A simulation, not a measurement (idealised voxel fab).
Presented below is a process module, voxel wiring stack.
cross-section cut | 170 nm wide | cells 5 nm
This document writes a cross-section as a grid whose cells are square, and gives it as bands, listed from the top down; one or more rows of cells form a band.
In this notation a band is specified by the heights of its top and bottom, in that order and in nm, after which its materials appear from left to right, each paired with its width in nm. The word "full width" attached to a single material means that material fills the band from edge to edge; the word "blank" stands for empty space.
Note: height 0 marks the level under which the wafer is uniformly one material as received. Lowest band unbounded below, written "z 0 and below".
Top row gets the first number, bottom row gets the second, and each row in between changes by the same step: that is how a band width like "30..40" works.
For the purposes of this document, the phrase "left unchanged" attached to a step denotes that no cell within the cross-section was modified by that step.
Basically, "Enclosed internal voids" tells you about the enclosed voids: empty spaces with no open way to the top, 8 cells or bigger, each written width x height at distance, where distance is from the left edge, all in nm.
Anything after a step's settings on that line? It's the simulator's own note about the step.
You can add "overlay nm" to a step's line. For a step with a mask, it describes how far the mask lay to the right of its planned position, and a negative number describes a lay to the left.
[This section lists the process steps that were planned]
| 1 | RECEIVE,material Si |
| 2 | CONFORMAL_DEP,material SiO2,thk nm 15 |
| 3 | DIRECTIONAL_DEP,material TiN,thk nm 5 |
| 4 | DIRECTIONAL_DEP,material W,thk nm 25 |
| 5 | MASKED_ETCH,tone cover,mask id METAL_1,width nm 30,pitch nm 45,etch materials W,depth nm 25,overlay nm 0 |
| 6 | MASKED_ETCH,tone cover,mask id METAL_1,width nm 30,pitch nm 45,etch materials TiN,depth nm 5,overlay nm 0 |
| 7 | CONFORMAL_DEP,material SiCN,thk nm 5 |
| 8 | FILL_DEP,material SiO2,thk nm 5 |
| 9 | CMP,height nm 45 |
| 10 | CONFORMAL_DEP,material SiCN,thk nm 5 |
| 11 | DIRECTIONAL_DEP,material SiO2,thk nm 30 |
| 12 | DIRECTIONAL_DEP,material aC,thk nm 15 |
| 13 | PATTERN,tone open,mask id METAL_2_HOLES,material resist,width nm 15,pitch nm 90,thk nm 35,overlay nm 0 |
| 14 | DIRECTIONAL_ETCH,etch materials aC,depth nm 15 |
| 15 | STRIP,etch materials resist |
| 16 | DIRECTIONAL_ETCH,etch materials SiO2,depth nm 30 |
| 17 | STRIP,etch materials aC |
| 18 | PATTERN,tone open,mask id METAL_2,material resist,width nm 30,pitch nm 45,thk nm 15,overlay nm 0 |
| 19 | DIRECTIONAL_ETCH,etch materials SiO2,depth nm 15 |
| 20 | DIRECTIONAL_ETCH,etch materials SiCN,depth nm 5 |
| 21 | STRIP,etch materials resist |
| 22 | CONFORMAL_DEP,material TiN,thk nm 5 |
| 23 | FILL_DEP,material Ru,thk nm 10 |
| 24 | CMP,height nm 80 |
| 25 | CONFORMAL_DEP,material SiCN,thk nm 5 |
[Cross-sectional view of the wafer in its as-received condition, corresponding to the state after step 1]
  z 0 and below | Si full width
  Enclosed internal voids: none
[Starting wafer: above. Plan: above. Run: one mistake. Cross-section after the module: below]
  z 85 to 80 | SiCN full width
  z 80 to 70 | 25 SiO2 | 5 TiN | 20 Ru | 5 TiN | 15 SiO2 | 5 TiN | 20 Ru | 5 TiN | 15 SiO2 | 5 TiN | 20 Ru | 5 TiN | 25 SiO2
  z 70 to 65 | 25 SiO2 | 5 TiN | 5 Ru | 20 TiN | 15 SiO2 | 30 TiN | 15 SiO2 | 5 TiN | 5 Ru | 20 TiN | 25 SiO2
  z 65 to 50 | 25 SiO2 | 5 TiN | 5 Ru | 5 TiN | 75 SiO2 | 5 TiN | 5 Ru | 5 TiN | 40 SiO2
  z 50 to 45 | 25 SiCN | 15 TiN | 75 SiCN | 15 TiN | 40 SiCN
  z 45 to 25 | 20 SiO2 | 5 SiCN | 30 W | 5 SiCN | 5 SiO2 | 5 SiCN | 30 W | 5 SiCN | 5 SiO2 | 5 SiCN | 30 W | 5 SiCN | 20 SiO2
  z 25 to 20 | 10 SiO2 | 15 SiCN | 30 W | 15 SiCN | 30 W | 15 SiCN | 30 W | 5 SiCN | 20 SiO2
  z 20 to 15 | 15 SiCN | 40 TiN | 5 SiCN | 40 TiN | 5 SiCN | 40 TiN | 25 SiCN
  z 15 to 0 | SiO2 full width
  z 0 and below | Si full width
  Enclosed internal voids: none
What was the processing mistake? not per plan at step 6, really ran MASKED_ETCH,tone cover,mask id METAL_1,width nm 30,pitch nm 45,etch materials TiN,depth nm 5,overlay nm -10
